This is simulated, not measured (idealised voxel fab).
process module | voxel trench capacitor
cross-section cut | 295 nm wide | cells 5 nm
A cross-section is a grid of square cells, given in bands from the top down. A band is one or more rows of cells.
Each band's line starts with the height of the band's top and of its bottom, in nm. Then come its materials from left to right, each with its width in nm. One material with "throughout" fills the band from edge to edge. "air" is empty space.
Height 0 is the level under which the wafer as received is all one material. The lowest band goes on downwards, as in "0 down".
A width such as "30 to 40" changes by the same amount from each row of cells to the next, from the band's top row to its bottom row.
"no change" after a step means that no cell of the cross-section changed.
closed voids: empty space of 8 cells or more with no open way to the top, each as width x height at its distance from the left edge, in nm
after a step's settings: what the simulator itself notes on the step
overlay nm, on a step with a mask: how far to the right of its planned place the mask lay; to the left if negative
plan
1 op RECEIVE | material Si
2 op CONFORMAL_DEP | material SiN | thk nm 10
3 op DIRECTIONAL_DEP | material aC | thk nm 10
4 op PATTERN | tone open | mask id TRENCH | material resist | width nm 20 | pitch nm 50 | thk nm 30 | overlay nm 0
5 op DIRECTIONAL_ETCH | etch materials aC | depth nm 10
6 op STRIP | etch materials resist
7 op DIRECTIONAL_ETCH | etch materials SiN | depth nm 10
8 op DIRECTIONAL_ETCH | etch materials Si | depth nm 35
9 op STRIP | etch materials aC
10 op CONFORMAL_DEP | material Al2O3 | thk nm 5
11 op FILL_DEP | material polySi | thk nm 5
12 op CMP | height nm 0
varied across the wafers: height nm of step 12. The plan shows the first wafer's value. All wafers start alike
first wafer as received, after step 1
  0 down: Si throughout
  closed voids: none
each wafer at the end: cells of each material gained (+) or lost (-) since it was received, then its closed voids
height nm 0 | +64 Al2O3 | -112 Si | +48 polySi | closed voids: none
height nm 5 | +72 Al2O3 | -112 Si | +43 SiN | +56 polySi | closed voids: none
height nm 10 | +80 Al2O3 | -112 Si | +86 SiN | +64 polySi | closed voids: none
height nm 15 | +131 Al2O3 | -112 Si | +86 SiN | +72 polySi | closed voids: none
height nm 20 | +131 Al2O3 | -112 Si | +86 SiN | +131 polySi | closed voids: none
